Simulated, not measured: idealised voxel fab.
process module | voxel released beams
cross-section cut | 160 nm wide | cells 5 nm
A cross-section is a grid of square cells, given in bands from the top down. A band is one or more rows of cells.
Each band's line starts with the height of the band's top and of its bottom, in nm. Then come its materials from left to right, each with its width in nm. One material with "throughout" fills the band from edge to edge. "air" is empty space.
Height 0 is the level under which the wafer as received is all one material. The lowest band goes on downwards, as in "0 down".
A width such as "30 to 40" changes by the same amount from each row of cells to the next, from the band's top row to its bottom row.
"no change" after a step means that no cell of the cross-section changed.
closed voids: empty space of 8 cells or more with no open way to the top, each as width x height at its distance from the left edge, in nm
after a step's settings: what the simulator itself notes on the step
overlay nm, on a step with a mask: how far to the right of its planned place the mask lay; to the left if negative
plan
1 op RECEIVE | material Si
2 op CONFORMAL_DEP | material SiN | thk nm 5
3 op DIRECTIONAL_DEP | material SiO2 | thk nm 15
4 op DIRECTIONAL_DEP | material aC | thk nm 15
5 op PATTERN | tone open | mask id ANCHOR | material resist | width nm 35 | thk nm 35 | overlay nm 0
6 op DIRECTIONAL_ETCH | etch materials aC | depth nm 15
7 op STRIP | etch materials resist
8 op DIRECTIONAL_ETCH | etch materials SiO2 | depth nm 15
9 op STRIP | etch materials aC
10 op CONFORMAL_DEP | material W | thk nm 15
11 op PATTERN | tone cover | mask id BEAM | material resist | width nm 110 | thk nm 15 | overlay nm 0
12 op DIRECTIONAL_ETCH | etch materials W | depth nm 15
13 op STRIP | etch materials resist
14 op STRIP | etch materials SiO2
as received, after step 1
  0 down: Si throughout
  closed voids: none
first wafer at the end, as planned
  35 to 20: air 20 | W 20 | air 5 | W 85 | air 30
  20 to 5: air 25 | W 35 | air 100
  5 to 0: SiN throughout
  0 down: Si throughout
  closed voids: none
second wafer at the end: like start, like plan, one mistake
  35 to 20: air 20 | W 30 | air 5 | W 75 | air 30
  20 to 5: air 35 | W 35 | air 90
  5 to 0: SiN throughout
  0 down: Si throughout
  closed voids: none
what went wrong: step 5 ran as: op PATTERN | tone open | mask id ANCHOR | material resist | width nm 35 | thk nm 35 | overlay nm 10
at the end the second wafer has, in cells: as many of each material as the first, in other places
